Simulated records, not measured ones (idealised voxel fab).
The document below concerns the process module designated voxel double patterning.
Section cut is 165 nm wide and gridded with 5 nm square cells.
Format of a cross-section: grid, square cells. Given as bands. Order: top down. Band: one or more rows of cells.
The entry gives the band's vertical extent as a top height and a bottom height in nm, then its horizontal make-up as materials from left to right, each with a width in nm. "air" stands for empty space; a single material marked "full width" fills the band edge to edge.
The level at which height equals 0 is the one under which the wafer, as it arrives, is entirely one material. No lower edge exists for the bottom band, which continues downward and is notated as in "0 nm and below".
Per-row width for "30 to 40": begins at first number (top row of band), ends at second number (bottom row), increment between rows held constant.
The cross-section has no changed cell in any step marked "no change".
"Trapped void list" specifies each empty space that is not open to the top and that occupies no fewer than 8 cells, using the form width x height at distance, the distance measured from the left edge and all three quantities in nm.
Heads up: the bit after the settings on a step's line is the simulator's remark on that step.
"overlay nm" answers the question of how far to the right of plan the mask lay on a step that has a mask, and when it is negative the answer is to the left.

-- Steps in the process plan
1: RECEIVE [material Si]
2: CONFORMAL_DEP [material SiO2] [thk nm 10]
3: DIRECTIONAL_DEP [material polySi] [thk nm 15]
4: DIRECTIONAL_DEP [material SiN] [thk nm 10]
5: DIRECTIONAL_DEP [material aC] [thk nm 10]
6: PATTERN [tone open] [mask id FIRST] [material resist] [width nm 15] [pitch nm 50] [thk nm 30] [overlay nm 0]
7: DIRECTIONAL_ETCH [etch materials aC] [depth nm 10]
8: STRIP [etch materials resist]
9: DIRECTIONAL_ETCH [etch materials SiN] [depth nm 10]
10: STRIP [etch materials aC]
11: DIRECTIONAL_DEP [material aC] [thk nm 10]
12: PATTERN [tone open] [mask id SECOND] [material resist] [width nm 15] [pitch nm 50] [thk nm 30] [overlay nm 0]
13: DIRECTIONAL_ETCH [etch materials aC] [depth nm 10]
14: STRIP [etch materials resist]
15: DIRECTIONAL_ETCH [etch materials SiN] [depth nm 10]
16: STRIP [etch materials aC]
17: DIRECTIONAL_ETCH [etch materials polySi] [depth nm 15]
18: STRIP [etch materials SiN]

-- Cross-sectional view of the wafer in its as-received condition, corresponding to the state after step 1
	0 nm and below = Si full width
	Trapped void list: none

-- One mistake in running the module, otherwise start and plan as above: cross-section at the end
	40 nm to 25 nm = polySi (25)  air (15)  polySi (10)  air (15)  polySi (10)  air (15)  polySi (10)  air (15)  polySi (10)  air (15)  polySi (25)
	25 nm to 10 nm = polySi full width
	10 nm to 0 nm = SiO2 full width
	0 nm and below = Si full width
	Trapped void list: none
Nonconformance to the process plan: step 3 of the plan saw execution twice
